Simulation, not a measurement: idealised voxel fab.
Name of the process module below: voxel wiring stack
cross-section cut | 275 nm wide | cells 5 nm
Heads up, the way a cross-section reads in here is a grid of square cells, handed over as bands from the top down, with every band being one or more rows of cells.
In this notation a band is specified by the heights of its top and bottom, in that order and in nm, after which its materials appear from left to right, each paired with its width in nm. The word "all across" attached to a single material means that material fills the band from edge to edge; the word "air" stands for empty space.
Ref level 0: as-received wafer is one material below here. Bottom band extends down with no lower bound ("0 and below").
Note: "30..40" means the width goes from the first number (top row of the band) to the second number (bottom row) in equal steps per row of cells.
Step marked "changes: none"? Then no cell in the cross-section changed in it.
Empty spaces counting at least 8 cells and having no open way to the top are listed in "Entrapped void list". The notation width x height at distance is used for each, the distance being from the left edge and all three values in nm.
Read whatever lies past the settings on a step's line as the simulator's own remark about the step.
Regarding "overlay nm": on a step with a mask, it is the distance the mask lay to the right of its planned place; a negative value places it to the left.

# These are the steps we planned for the process
step 1: RECEIVE: material Si
step 2: CONFORMAL_DEP: material SiO2, thk nm 15
step 3: CONFORMAL_DEP: material SiCN, thk nm 5
step 4: DIRECTIONAL_DEP: material lowk, thk nm 20
step 5: MASKED_ETCH: tone open, mask id METAL_1, width nm 30, pitch nm 55, etch materials lowk, depth nm 20, overlay nm 0
step 6: MASKED_ETCH: tone open, mask id METAL_1, width nm 30, pitch nm 55, etch materials SiCN, depth nm 5, overlay nm 0
step 7: CONFORMAL_DEP: material TiN, thk nm 5
step 8: FILL_DEP: material Ru, thk nm 5
step 9: CMP: height nm 40
step 10: CONFORMAL_DEP: material SiCN, thk nm 5
step 11: DIRECTIONAL_DEP: material lowk, thk nm 25
step 12: DIRECTIONAL_DEP: material aC, thk nm 10
step 13: PATTERN: tone open, mask id METAL_2, material resist, width nm 30, pitch nm 55, thk nm 25, overlay nm 0
step 14: DIRECTIONAL_ETCH: etch materials aC, depth nm 10
step 15: STRIP: etch materials resist
step 16: DIRECTIONAL_ETCH: etch materials lowk, depth nm 15
step 17: STRIP: etch materials aC
step 18: DIRECTIONAL_DEP: material aC, thk nm 15
step 19: PATTERN: tone open, mask id METAL_2_HOLES, material resist, width nm 15, pitch nm 55, thk nm 30, overlay nm 0
step 20: DIRECTIONAL_ETCH: etch materials aC, depth nm 15
step 21: STRIP: etch materials resist
step 22: DIRECTIONAL_ETCH: etch materials lowk, depth nm 10
step 23: DIRECTIONAL_ETCH: etch materials SiCN, depth nm 5
step 24: STRIP: etch materials aC
step 25: CONFORMAL_DEP: material TiN, thk nm 5
step 26: FILL_DEP: material Cu, thk nm 10
step 27: CMP: height nm 70
step 28: CONFORMAL_DEP: material SiCN, thk nm 5

# Here's what the wafer looked like in cross-section when it arrived - that's after step 1
    0 and below: Si all across
    Entrapped void list: none

# Final cross-section, module run with one mistake (start and plan as above)
    75 down to 70: SiCN all across
    70 down to 60: lowk (30), TiN (5..15), Cu (30..20), TiN (5), lowk (15), TiN (5..15), Cu (30..20), TiN (5), lowk (15), TiN (5..15), Cu (30..20), TiN (5), lowk (15), TiN (5..15), Cu (30..20), TiN (5), lowk (40)
    60 down to 55: lowk (40), TiN (30), lowk (25), TiN (30), lowk (25), TiN (30), lowk (25), TiN (30), lowk (40)
    55 down to 45: lowk (40), TiN (5), lowk (50), TiN (5), lowk (50), TiN (5), lowk (50), TiN (5), lowk (65)
    45 down to 40: SiCN (40), TiN (5), SiCN (50), TiN (5), SiCN (50), TiN (5), SiCN (50), TiN (5), SiCN (65)
    40 down to 20: lowk (40), TiN (5), Ru (20), TiN (5), lowk (25), TiN (5), Ru (20), TiN (5), lowk (25), TiN (5), Ru (20), TiN (5), lowk (25), TiN (5), Ru (20), TiN (5), lowk (40)
    20 down to 15: SiCN (40), TiN (30), SiCN (25), TiN (30), SiCN (25), TiN (30), SiCN (25), TiN (30), SiCN (40)
    15 down to 0: SiO2 all across
    0 and below: Si all across
    Entrapped void list: none
What broke from the plan during processing? so step 19 ended up running with a different setting than we planned, it ran as PATTERN: tone open, mask id METAL_2_HOLES, material resist, width nm 15, pitch nm 55, thk nm 30, overlay nm -10
